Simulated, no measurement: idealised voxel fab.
process module | voxel lift off
Section cut is 295 nm wide and gridded with 5 nm square cells.
In what follows, cross-sections appear as grids of square cells, described through bands that run from the top down, where every band is one or more rows of cells. Per band: top height and bottom height in nm, followed by the left-to-right materials and their widths in nm; "all across" marks a single material spanning edge to edge, "blank" marks empty space. For the purposes of this specification, 0 denotes the height below which the wafer in its as-received condition is composed wholly of one material, and the lowermost band, lacking a lower limit, extends downward without end, as expressed in "top 0, no bottom". The width entry "30->40" should be interpreted row by row: the top row of cells in the band takes the first number, the bottom row takes the second number, and the change between adjacent rows is uniform throughout. "nothing changed", as given for a step, is the statement that not any cell of the cross-section underwent a change during that step. For the entry "Cavities, sealed", the listed items are empty spaces with no open way to the top whose size is 8 cells or more; each item follows the pattern width x height at distance, where distance is from the left edge and all three are in nm. Text after the settings on a step's line: the simulator's own remark on that step. On any step carrying a mask, the "overlay nm" setting, if present on the step's line, tells how far right of its planned place the mask lay; negative values point to the left.

Listed below are the process steps as planned
- 1: RECEIVE: material Si
- 2: CONFORMAL_DEP: material SiN, thk nm 10
- 3: PATTERN: tone open, mask id LINES, material resist, width nm 15, pitch nm 40, thk nm 25, overlay nm 0
- 4: DIRECTIONAL_DEP: material Ru, thk nm 15
- 5: STRIP: etch materials resist
- 6: CONFORMAL_DEP: material SiN, thk nm 10
Where the wafers of this document differ is in the width nm of step 3; they start out the same, and the plan states the value that applied to the first wafer.

First of several wafers, received after step 1, in cross-section
- top 0, no bottom = Si all across
- Cavities, sealed: none

Per wafer, end of module: cells gained (+) or lost (-) per material since receipt, then closed voids
width nm 15, +18 Ru, +260 SiN, Cavities, sealed: none
width nm 20, +24 Ru, +260 SiN, Cavities, sealed: none
width nm 25, +30 Ru, +257 SiN, Cavities, sealed: none
